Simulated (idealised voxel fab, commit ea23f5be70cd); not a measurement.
Title: Process Module voxel capacitor over wiring
cross-section cut | 250 nm wide | cells 5 nm
Cross-section = grid of square cells, listed top down in bands; band = one or more rows. Band: top and bottom heights (nm) first, top before bottom; then materials from left to right, widths in nm. "throughout" marks a sole material filling the band edge to edge. "air" denotes empty space. We count height from 0. Below that, the starting wafer is all one material. The lowest band never ends at the bottom but goes on down; see "z 0 and below" for how that is written. The expression "30 to 40" gives the width at the extremes of the band, the first number at its top row of cells and the second at its bottom row, with the width changing by equal amounts from each row to the next in between. "no modification" (step): cross-section cells unchanged, all of them. Basically, "Catalogued sealed voids" tells you about the enclosed voids: empty spaces with no open way to the top, 8 cells or bigger, each written width x height at distance, where distance is from the left edge, all in nm. On each step's line, the part that comes after the settings is the simulator's own comment on the step. overlay nm: where the mask lay relative to plan, measured to the right, on steps with a mask; negatives go left.

**These are the steps we planned for the process**
1. op RECEIVE | material Si
2. op CONFORMAL_DEP | material SiO2 | thk nm 10
3. op CONFORMAL_DEP | material SiN | thk nm 5
4. op DIRECTIONAL_DEP | material lowk | thk nm 20
5. op PATTERN | tone open | mask id METAL_1 | material resist | width nm 20 | pitch nm 90 | thk nm 15 | overlay nm 0
6. op DIRECTIONAL_ETCH | etch materials lowk | depth nm 20
7. op DIRECTIONAL_ETCH | etch materials SiN | depth nm 5
8. op STRIP | etch materials resist
9. op CONFORMAL_DEP | material TiN | thk nm 5
10. op FILL_DEP | material Ru | thk nm 10
11. op CMP | height nm 35
12. op EPI | material Ru | thk nm 5
13. op FILL_DEP | material SiCN | thk nm 5
14. op DIRECTIONAL_DEP | material SiO2 | thk nm 15
15. op PATTERN | tone open | mask id PLUG_1 | material resist | width nm 15 | thk nm 15 | overlay nm 0
16. op DIRECTIONAL_ETCH | etch materials SiO2 | depth nm 15
17. op DIRECTIONAL_ETCH | etch materials SiCN | depth nm 5
18. op STRIP | etch materials resist
19. op EPI | material Ru | thk nm 10
20. op EPI | material Ru | thk nm 10
21. op DIRECTIONAL_DEP | material TiN | thk nm 10
22. op DIRECTIONAL_DEP | material SiN | thk nm 5
23. op DIRECTIONAL_DEP | material TiN | thk nm 10
24. op PATTERN | tone cover | mask id UPPER_PLATE | material resist | width nm 75 | thk nm 20 | overlay nm 0
25. op DIRECTIONAL_ETCH | etch materials TiN | depth nm 10
26. op DIRECTIONAL_ETCH | etch materials SiN | depth nm 5
27. op STRIP | etch materials resist
28. op PATTERN | tone cover | mask id LOWER_PLATE | material resist | width nm 85 | thk nm 15 | overlay nm 0
29. op DIRECTIONAL_ETCH | etch materials TiN | depth nm 10
30. op STRIP | etch materials resist
31. op FILL_DEP | material SiO2 | thk nm 15
32. op CMP | height nm 95
33. op PATTERN | tone open | mask id PLUG_2 | material resist | width nm 15 | thk nm 15 | overlay nm 0
34. op DIRECTIONAL_ETCH | etch materials SiO2 | depth nm 10
35. op STRIP | etch materials resist
36. op CONFORMAL_DEP | material TiN | thk nm 5
37. op FILL_DEP | material Ru | thk nm 5
38. op CMP | height nm 95
39. op CONFORMAL_DEP | material SiN | thk nm 5

**Cross-section of the wafer as it came to us, i.e., already through step 1**
* z 0 and below  Si throughout
* Catalogued sealed voids: none

**Looking at the first of two wafers in cross-section at end of module - ran to plan**
* z 100 to 95  SiN throughout
* z 95 to 90  SiO2 85, TiN 5, Ru 5, TiN 5, SiO2 150
* z 90 to 85  SiO2 85, TiN 15, SiO2 150
* z 85 to 75  SiO2 75, TiN 75, SiO2 100
* z 75 to 70  SiO2 75, SiN 75, SiO2 100
* z 70 to 60  SiO2 70, TiN 85, SiO2 95
* z 60 to 45  SiO2 75, Ru 15, SiO2 160
* z 45 to 40  SiCN 75, Ru 15, SiCN 160
* z 40 to 35  SiCN 65, Ru 30, SiCN 60, Ru 30, SiCN 65
* z 35 to 15  lowk 70, TiN 5, Ru 10, TiN 5, lowk 70, TiN 5, Ru 10, TiN 5, lowk 70
* z 15 to 10  SiN 70, TiN 20, SiN 70, TiN 20, SiN 70
* z 10 to 0  SiO2 throughout
* z 0 and below  Si throughout
* Catalogued sealed voids: none

**second wafer at the end: like start, like plan, one mistake**
* z 100 to 95  SiN throughout
* z 95 to 90  SiO2 85, TiN 5, Ru 5, TiN 5, SiO2 150
* z 90 to 85  SiO2 85, TiN 15, SiO2 150
* z 85 to 75  SiO2 75, TiN 75, SiO2 100
* z 75 to 70  SiO2 75, SiN 75, SiO2 100
* z 70 to 60  SiO2 75, TiN 85, SiO2 90
* z 60 to 45  SiO2 75, Ru 15, SiO2 160
* z 45 to 40  SiCN 75, Ru 15, SiCN 160
* z 40 to 35  SiCN 65, Ru 30, SiCN 60, Ru 30, SiCN 65
* z 35 to 15  lowk 70, TiN 5, Ru 10, TiN 5, lowk 70, TiN 5, Ru 10, TiN 5, lowk 70
* z 15 to 10  SiN 70, TiN 20, SiN 70, TiN 20, SiN 70
* z 10 to 0  SiO2 throughout
* z 0 and below  Si throughout
* Catalogued sealed voids: none
Want to know what went wrong? step 28 deviated from plan and actually ran as op PATTERN | tone cover | mask id LOWER_PLATE | material resist | width nm 85 | thk nm 15 | overlay nm 5
at the end the second wafer has, in cells: as many of each material as the first, in other places
